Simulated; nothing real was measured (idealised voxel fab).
The name of this process module is voxel spacer lines.
The figure presents cross-section cut, which has a width of 165 nm and is divided into square cells with an edge length of 5 nm.
Reading order for cross-sections: top band down to bottom band. Underlying form: a grid of square cells. Band size: one or more rows of cells. Read a band's entry like this: the first values are the height of its top and the height of its bottom in nm, and what follows is the sequence of materials from left to right, each with its width in nm. Note that "air" is empty space, and that a single material marked "edge to edge" reaches across the band from edge to edge. The level at which height equals 0 is the one under which the wafer, as it arrives, is entirely one material. No lower edge exists for the bottom band, which continues downward and is notated as in "0 nm and below". The expression "30->40" gives the width at the extremes of the band, the first number at its top row of cells and the second at its bottom row, with the width changing by equal amounts from each row to the next in between. You'll sometimes find "no change" written for a step, and that's the way of saying that nowhere in the cross-section did a cell change during that step. Voids not open to the top, 8 cells minimum: see "Sealed void listing". Written width x height at distance; distance is from the left edge; nm. Read whatever lies past the settings on a step's line as the simulator's own remark about the step. overlay nm: on a step with a mask, how far right of its planned place the mask lay; negative means left.
## The planned process steps are enumerated hereunder
- 1: RECEIVE with material Si
- 2: CONFORMAL_DEP with material Al2O3, thk nm 5
- 3: DIRECTIONAL_DEP with material polySi, thk nm 20
- 4: DIRECTIONAL_DEP with material aC, thk nm 25
- 5: PATTERN with tone cover, mask id MANDREL, material resist, width nm 20, pitch nm 70, thk nm 35, overlay nm 0
- 6: DIRECTIONAL_ETCH with etch materials aC, depth nm 25
- 7: STRIP with etch materials resist
- 8: CONFORMAL_DEP with material SiO2, thk nm 15
- 9: DIRECTIONAL_ETCH with etch materials SiO2, depth nm 15
- 10: STRIP with etch materials aC
- 11: DIRECTIONAL_ETCH with etch materials polySi, depth nm 20
- 12: STRIP with etch materials SiO2
## First wafer, two in total, run as planned
## Here's what the wafer looked like in cross-section when it arrived - that's after step 1
* 0 nm and below: Si edge to edge
* Sealed void listing: none
## Presented here is a cross-section of the wafer after step 2 has been performed
* 5 nm to 0 nm: Al2O3 edge to edge
* Below a height of 0, the structure has not been altered.
## Presented here is a cross-section of the wafer after step 3 has been performed
* 25 nm to 5 nm: polySi edge to edge
* Below a height of 5, the structure has not been altered.
## Presented here is a cross-section of the wafer after step 4 has been performed
* 50 nm to 25 nm: aC edge to edge
* Below a height of 25, the structure has not been altered.
## Presented here is a cross-section of the wafer after step 5 has been performed
* 85 nm to 50 nm: 35 air, 20 resist, 50 air, 20 resist, 40 air
* Below a height of 50, the structure has not been altered.
## Presented here is a cross-section of the wafer after step 6 has been performed
* 60 nm to 50 nm: 35 air, 20 resist, 50 air, 20 resist, 40 air
* 50 nm to 25 nm: 35 air, 20 aC, 50 air, 20 aC, 40 air
* Below a height of 25, the structure has not been altered.
## Presented here is a cross-section of the wafer after step 7 has been performed
* 50 nm to 25 nm: 35 air, 20 aC, 50 air, 20 aC, 40 air
* Below a height of 25, the structure has not been altered.
## Presented here is a cross-section of the wafer after step 8 has been performed
* 65 nm to 50 nm: 20 air, 50 SiO2, 20 air, 50 SiO2, 25 air
* 50 nm to 40 nm: 20 air, 15 SiO2, 20 aC, 15 SiO2, 20 air, 15 SiO2, 20 aC, 15 SiO2, 25 air
* 40 nm to 25 nm: 35 SiO2, 20 aC, 50 SiO2, 20 aC, 40 SiO2
* Below a height of 25, the structure has not been altered.
## Presented here is a cross-section of the wafer after step 9 has been performed
* 50 nm to 25 nm: 20 air, 15 SiO2, 20 aC, 15 SiO2, 20 air, 15 SiO2, 20 aC, 15 SiO2, 25 air
* Below a height of 25, the structure has not been altered.
## Presented here is a cross-section of the wafer after step 10 has been performed
* 50 nm to 25 nm: 20 air, 15 SiO2, 20 air, 15 SiO2, 20 air, 15 SiO2, 20 air, 15 SiO2, 25 air
* Below a height of 25, the structure has not been altered.
## Presented here is a cross-section of the wafer after step 11 has been performed
* 50 nm to 25 nm: 20 air, 15 SiO2, 20 air, 15 SiO2, 20 air, 15 SiO2, 20 air, 15 SiO2, 25 air
* 25 nm to 5 nm: 20 air, 15 polySi, 20 air, 15 polySi, 20 air, 15 polySi, 20 air, 15 polySi, 25 air
* Below a height of 5, the structure has not been altered.
## Presented here is a cross-section of the wafer after step 12 has been performed
* 25 nm to 5 nm: 20 air, 15 polySi, 20 air, 15 polySi, 20 air, 15 polySi, 20 air, 15 polySi, 25 air
* Below a height of 5, the structure has not been altered.
## Second wafer, same starting conditions and recipe as the first, one mistake in executing it, nothing differs from the first up to and including step 1
Cross-sectional view of the second wafer at the intended end time of process step 2: no change
## Cross-sectional view of the second wafer at the intended end time of process step 3
* 20 nm to 0 nm: polySi edge to edge
* Below a height of 0, the structure has not been altered.
## Cross-sectional view of the second wafer at the intended end time of process step 4
* 45 nm to 20 nm: aC edge to edge
* Below a height of 20, the structure has not been altered.
## Cross-sectional view of the second wafer at the intended end time of process step 5
* 80 nm to 45 nm: 35 air, 20 resist, 50 air, 20 resist, 40 air
* Below a height of 45, the structure has not been altered.
## Cross-sectional view of the second wafer at the intended end time of process step 6
* 55 nm to 45 nm: 35 air, 20 resist, 50 air, 20 resist, 40 air
* 45 nm to 20 nm: 35 air, 20 aC, 50 air, 20 aC, 40 air
* Below a height of 20, the structure has not been altered.
## Cross-sectional view of the second wafer at the intended end time of process step 7
* 45 nm to 20 nm: 35 air, 20 aC, 50 air, 20 aC, 40 air
* Below a height of 20, the structure has not been altered.
## Cross-sectional view of the second wafer at the intended end time of process step 8
* 60 nm to 45 nm: 20 air, 50 SiO2, 20 air, 50 SiO2, 25 air
* 45 nm to 35 nm: 20 air, 15 SiO2, 20 aC, 15 SiO2, 20 air, 15 SiO2, 20 aC, 15 SiO2, 25 air
* 35 nm to 20 nm: 35 SiO2, 20 aC, 50 SiO2, 20 aC, 40 SiO2
* Below a height of 20, the structure has not been altered.
## Cross-sectional view of the second wafer at the intended end time of process step 9
* 45 nm to 20 nm: 20 air, 15 SiO2, 20 aC, 15 SiO2, 20 air, 15 SiO2, 20 aC, 15 SiO2, 25 air
* Below a height of 20, the structure has not been altered.
## Cross-sectional view of the second wafer at the intended end time of process step 10
* 45 nm to 20 nm: 20 air, 15 SiO2, 20 air, 15 SiO2, 20 air, 15 SiO2, 20 air, 15 SiO2, 25 air
* Below a height of 20, the structure has not been altered.
## Cross-sectional view of the second wafer at the intended end time of process step 11
* 45 nm to 20 nm: 20 air, 15 SiO2, 20 air, 15 SiO2, 20 air, 15 SiO2, 20 air, 15 SiO2, 25 air
* 20 nm to 0 nm: 20 air, 15 polySi, 20 air, 15 polySi, 20 air, 15 polySi, 20 air, 15 polySi, 25 air
* Below a height of 0, the structure has not been altered.
## Cross-sectional view of the second wafer at the intended end time of process step 12
* 20 nm to 0 nm: 20 air, 15 polySi, 20 air, 15 polySi, 20 air, 15 polySi, 20 air, 15 polySi, 25 air
* Below a height of 0, the structure has not been altered.
Here's what went sideways: step 2 of the plan was bypassed and not carried out
FYI, end of process, the second wafer has more or fewer cells of some materials than the first: Al2O3: 33 fewer
